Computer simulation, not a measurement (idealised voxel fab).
Herein follows the process module entitled voxel gate over fins.
Cross-section cut: width 230 nm, square cells of 5 nm.
Each cross-section below is a grid of square cells, stated as bands in top-down order, with one or more rows of cells making up each band. Basically the band line says how high the top is and how high the bottom is, in nm, and then what's in it from left to right, every material with its width in nm. Empty space shows up as "empty", and if a single material carries "full width" it runs the full band edge to edge. Heights are measured from 0, the level below which the as-received wafer is all one material; the lowest band has no bottom and continues downward, written as in "0 nm and below". A width such as "30 to 40" changes by the same amount from each row of cells to the next, from the band's top row to its bottom row. "remained the same" means the step left every cell of the cross-section as it was. Each empty space that has no open way to the top and spans at least 8 cells appears under "Fully closed voids" as width x height at distance, the distance counted from the left edge, all in nm. Note: text after step settings on the step line = simulator remark on that step. overlay nm: step with mask; distance mask lay right of planned place; negative value = left of planned place.
[These are the steps we planned for the process]
1. RECEIVE (material Si)
2. CONFORMAL_DEP (material SiN; thk nm 5)
3. DIRECTIONAL_DEP (material aC; thk nm 15)
4. PATTERN (tone cover; mask id FINS; material resist; width nm 15; pitch nm 45; thk nm 30; overlay nm 0)
5. DIRECTIONAL_ETCH (etch materials aC; depth nm 15)
6. STRIP (etch materials resist)
7. DIRECTIONAL_ETCH (etch materials SiN; depth nm 5)
8. DIRECTIONAL_ETCH (etch materials Si; depth nm 40)
9. STRIP (etch materials aC)
10. OXIDIZE (depth nm 5)
11. FILL_DEP (material SiO2; thk nm 15)
12. CMP (height nm 5)
13. SELECTIVE_ETCH (etch materials SiO2; depth nm 15)
14. STRIP (etch materials SiN)
15. CONFORMAL_DEP (material HfO2; thk nm 5)
16. CONFORMAL_DEP (material TiN; thk nm 5)
17. CONFORMAL_DEP (material TiAl; thk nm 5)
18. CONFORMAL_DEP (material TiN; thk nm 5)
19. FILL_DEP (material W; thk nm 10)
20. CMP (height nm 25)
21. CONFORMAL_DEP (material SiN; thk nm 10)
[Delivered wafer in cross-section: state after step 1]
> 0 nm and below: Si full width
> Fully closed voids: none
[Module complete - cross-section of the first of two wafers, run according to plan]
> 35 nm to 25 nm: SiN full width
> 25 nm to 20 nm: W full width
> 20 nm to 15 nm: W (25), then TiN (180), then W (25)
> 15 nm to 10 nm: W (25), then TiN (5), then TiAl (35), then TiN (10), then TiAl (35), then TiN (10), then TiAl (35), then TiN (10), then TiAl (35), then TiN (5), then W (25)
> 10 nm to 5 nm: TiN (30), then TiAl (5), then TiN (25), then TiAl (5), then TiN (10), then TiAl (5), then TiN (25), then TiAl (5), then TiN (10), then TiAl (5), then TiN (25), then TiAl (5), then TiN (10), then TiAl (5), then TiN (25), then TiAl (5), then TiN (30)
> 5 nm to 0 nm: TiAl (35), then TiN (5), then HfO2 (15), then TiN (5), then TiAl (20), then TiN (5), then HfO2 (15), then TiN (5), then TiAl (20), then TiN (5), then HfO2 (15), then TiN (5), then TiAl (20), then TiN (5), then HfO2 (15), then TiN (5), then TiAl (35)
> 0 nm to -5 nm: TiN (40), then HfO2 (5), then Si (5), then HfO2 (5), then TiN (30), then HfO2 (5), then Si (5), then HfO2 (5), then TiN (30), then HfO2 (5), then Si (5), then HfO2 (5), then TiN (30), then HfO2 (5), then Si (5), then HfO2 (5), then TiN (40)
> -5 nm to -10 nm: HfO2 (45), then Si (5), then HfO2 (40), then Si (5), then HfO2 (40), then Si (5), then HfO2 (40), then Si (5), then HfO2 (45)
> -10 nm to -45 nm: SiO2 (45), then Si (5), then SiO2 (40), then Si (5), then SiO2 (40), then Si (5), then SiO2 (40), then Si (5), then SiO2 (45)
> -45 nm and below: Si full width
> Fully closed voids: none
[Cross-section of the latter of the two wafers at module completion. It had an identical start and an identical plan to the former; in running it, one mistake was made]
> 35 nm to 25 nm: SiN full width
> 25 nm to 20 nm: TiN full width
> 20 nm to 15 nm: TiAl full width
> 15 nm to 10 nm: TiN full width
> 10 nm to 5 nm: HfO2 (45), then TiN (5), then HfO2 (40), then TiN (5), then HfO2 (40), then TiN (5), then HfO2 (40), then TiN (5), then HfO2 (45)
> 5 nm to 0 nm: W (40), then HfO2 (15), then W (30), then HfO2 (15), then W (30), then HfO2 (15), then W (30), then HfO2 (15), then W (40)
> 0 nm to -40 nm: W (40), then SiO2 (5), then Si (5), then SiO2 (5), then W (30), then SiO2 (5), then Si (5), then SiO2 (5), then W (30), then SiO2 (5), then Si (5), then SiO2 (5), then W (30), then SiO2 (5), then Si (5), then SiO2 (5), then W (40)
> -40 nm to -45 nm: SiO2 (45), then Si (5), then SiO2 (40), then Si (5), then SiO2 (40), then Si (5), then SiO2 (40), then Si (5), then SiO2 (45)
> -45 nm and below: Si full width
> Fully closed voids: none
Which mistake was made when the wafer was run? it should be noted that step 11 was executed with settings other than those planned, the operation and settings actually applied being FILL_DEP (material W; thk nm 15)
It is noted that, at the conclusion of processing, the second wafer exhibits a higher or lower cell count for certain materials relative to the first: HfO2 -8; SiO2 -188; TiAl -16; TiN -28; W +240
